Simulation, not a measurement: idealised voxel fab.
Process module, titled voxel fin reveal
Section cut is 205 nm wide and gridded with 5 nm square cells.
A cross-section is written here as square cells arranged in a grid, and it is given in bands from the top down, each band taking up one or more rows of cells. Quick guide to a band line: top height, bottom height (nm) up front; then every material left to right with its width in nm. Only one material and it's marked "all across"? Then it fills the band edge to edge. And "empty" just means empty space. Counting heights begins at 0, where everything beneath is, in the wafer as received, one material. The lowest band has no bottom; it goes on downwards, as "0 nm and below" shows. When a width is written as two numbers, as in "30->40", the first number is the width in the top row of cells of the band and the second is the width in its bottom row, and the width changes by the same amount from each row to the next. "no alterations made" for a step: no cell of the cross-section changed in that step. The list in "Closed internal voids" covers empty spaces of 8 cells or more that cannot reach the top through any open way, and it gives each as width x height at distance; the distance is from the left edge, and width, height and distance are in nm. after a step's settings: what the simulator itself notes on the step. overlay nm: mask right of planned place by this much (step with mask). Neg. = left.

So here's the lineup of process steps we planned:
step 1: RECEIVE,material Si
step 2: CONFORMAL_DEP,material SiN,thk nm 10
step 3: DIRECTIONAL_DEP,material aC,thk nm 10
step 4: PATTERN,tone cover,mask id FINS,material resist,width nm 15,pitch nm 35,thk nm 30,overlay nm 0
step 5: DIRECTIONAL_ETCH,etch materials aC,depth nm 10
step 6: STRIP,etch materials resist
step 7: DIRECTIONAL_ETCH,etch materials SiN,depth nm 10
step 8: DIRECTIONAL_ETCH,etch materials Si,depth nm 35
step 9: STRIP,etch materials aC
step 10: FILL_DEP,material SiO2,thk nm 5
step 11: CMP,height nm 10
step 12: SELECTIVE_ETCH,etch materials SiO2,depth nm 20
step 13: STRIP,etch materials SiN
step 14: CONFORMAL_DEP,material HfO2,thk nm 5

Cross-sectional view of the wafer in its as-received condition, corresponding to the state after step 1:
> 0 nm and below  Si all across
> Closed internal voids: none

What the wafer looks like in cross-section after this module, when it starts as shown above and follows the plan above but one mistake is made in running it:
> 5 nm to 0 nm  HfO2 (65), then empty (5), then HfO2 (30), then empty (5), then HfO2 (30), then empty (5), then HfO2 (65)
> 0 nm to -5 nm  Si (60), then HfO2 (5), then empty (5), then HfO2 (5), then Si (20), then HfO2 (5), then empty (5), then HfO2 (5), then Si (20), then HfO2 (5), then empty (5), then HfO2 (5), then Si (60)
> -5 nm to -10 nm  Si (60), then HfO2 (15), then Si (20), then HfO2 (15), then Si (20), then HfO2 (15), then Si (60)
> -10 nm to -35 nm  Si (60), then SiO2 (15), then Si (20), then SiO2 (15), then Si (20), then SiO2 (15), then Si (60)
> -35 nm and below  Si all across
> Closed internal voids: none
Here's what went sideways: step 4, actual vs plan mismatch, actual run PATTERN,tone open,mask id FINS,material resist,width nm 15,pitch nm 35,thk nm 30,overlay nm 0
